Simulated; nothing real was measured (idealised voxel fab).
Process module name: voxel released beams
FYI the section here is cut, 260 nm wide, cells are 5 nm squares.
This document writes a cross-section as a grid whose cells are square, and gives it as bands, listed from the top down; one or more rows of cells form a band. Read a band's entry like this: the first values are the height of its top and the height of its bottom in nm, and what follows is the sequence of materials from left to right, each with its width in nm. Note that "air" is empty space, and that a single material marked "everywhere" reaches across the band from edge to edge. Ref level 0: as-received wafer is one material below here. Bottom band extends down with no lower bound ("0 and below"). The expression "30 to 40" gives the width at the extremes of the band, the first number at its top row of cells and the second at its bottom row, with the width changing by equal amounts from each row to the next in between. Given "stayed the same" for a step, no cell of the cross-section differs between before and after that step. Entry "Fully sealed cavities". Content: empty spaces with no open connection to the top, size 8 cells or greater. Each: width x height at distance. Distance: from left edge. Unit: nm. Whatever follows a step's settings on its line is a remark the simulator itself makes about that step. overlay nm: on a step with a mask, how far right of its planned place the mask lay; negative means left.
# Listed below are the process steps as planned
| 1 | RECEIVE (material Si) |
| 2 | CONFORMAL_DEP (material SiN; thk nm 10) |
| 3 | DIRECTIONAL_DEP (material SiO2; thk nm 20) |
| 4 | PATTERN (tone open; mask id ANCHOR; material resist; width nm 45; thk nm 15; overlay nm 0) |
| 5 | DIRECTIONAL_ETCH (etch materials SiO2; depth nm 20) |
| 6 | STRIP (etch materials resist) |
| 7 | CONFORMAL_DEP (material polySi; thk nm 15) |
| 8 | DIRECTIONAL_DEP (material aC; thk nm 10) |
| 9 | PATTERN (tone cover; mask id BEAM; material resist; width nm 95; thk nm 25; overlay nm 0) |
| 10 | DIRECTIONAL_ETCH (etch materials aC; depth nm 10) |
| 11 | STRIP (etch materials resist) |
| 12 | DIRECTIONAL_ETCH (etch materials polySi; depth nm 15) |
| 13 | STRIP (etch materials aC) |
| 14 | STRIP (etch materials SiO2) |
# So this is the incoming wafer in cross-section - it's already been through step 1
	0 and below  Si everywhere
	Fully sealed cavities: none
# What the wafer looks like in cross-section after this module, when it starts as shown above and follows the plan above but one mistake is made in running it
	45 down to 30  air 80 / polySi 20 / air 15 / polySi 60 / air 85
	30 down to 25  air 85 / polySi 15 / air 15 / polySi 15 / air 130
	25 down to 10  air 85 / polySi 45 / air 130
	10 down to 0  polySi everywhere
	0 and below  Si everywhere
	Fully sealed cavities: none
Processing error: for step 2, the planned setting was not used; the step was instead run as CONFORMAL_DEP (material polySi; thk nm 10)
